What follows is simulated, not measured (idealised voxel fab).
Herein follows the process module entitled voxel lift off.
In the cross-section labelled cut, the width is 225 nm and each square cell is 5 nm.
How to read a cross-section here: the picture is a grid of square cells, written as bands going from the top down, and any band can span one or more rows of cells.
Top, bottom (nm), then materials left to right with widths (nm); lone material tagged "everywhere" fills the whole band edge to edge; "blank" = empty space.
Height is counted from the level 0, under which the received wafer is composed throughout of one material. The lowest of the bands is not closed at the bottom but continues downward, in the notation "0 and below".
The expression "30 to 40" gives the width at the extremes of the band, the first number at its top row of cells and the second at its bottom row, with the width changing by equal amounts from each row to the next in between.
"no alterations made" means the step left every cell of the cross-section as it was.
Closed-off voids of 8+ cells (no open route to the top) go in "Completely enclosed voids", written width x height at distance from the left edge, in nm.
Step line, after settings: the simulator's comment on this step.
overlay nm: mask offset rightward from planned place, masked step; negative means leftward offset.
This section lists the process steps that were planned
| 1 | RECEIVE (material Si) |
| 2 | CONFORMAL_DEP (material Al2O3; thk nm 15) |
| 3 | PATTERN (tone open; mask id LINES; material resist; width nm 25; pitch nm 40; thk nm 25; overlay nm 0) |
| 4 | DIRECTIONAL_DEP (material Ru; thk nm 15) |
| 5 | STRIP (etch materials resist) |
| 6 | CONFORMAL_DEP (material SiN; thk nm 5) |
Wafer cross-section on receipt, i.e. after step 1
> 0 and below  Si everywhere
> Completely enclosed voids: none
The plan above was carried out on the starting structure above with one mistake, and this cross-section shows the wafer at the end of the module
> 35 down to 30  blank 65  SiN 35  blank 5  SiN 35  blank 85
> 30 down to 20  blank 65  SiN 5  Ru 25  SiN 5  blank 5  SiN 5  Ru 25  SiN 5  blank 85
> 20 down to 15  SiN 70  Ru 25  SiN 15  Ru 25  SiN 90
> 15 down to 0  Al2O3 everywhere
> 0 and below  Si everywhere
> Completely enclosed voids: none
Where did the run depart from the plan? step 3 ran with different settings than intended, the actual operation and settings being PATTERN (tone open; mask id LINES; material resist; width nm 25; pitch nm 40; thk nm 25; overlay nm -10)
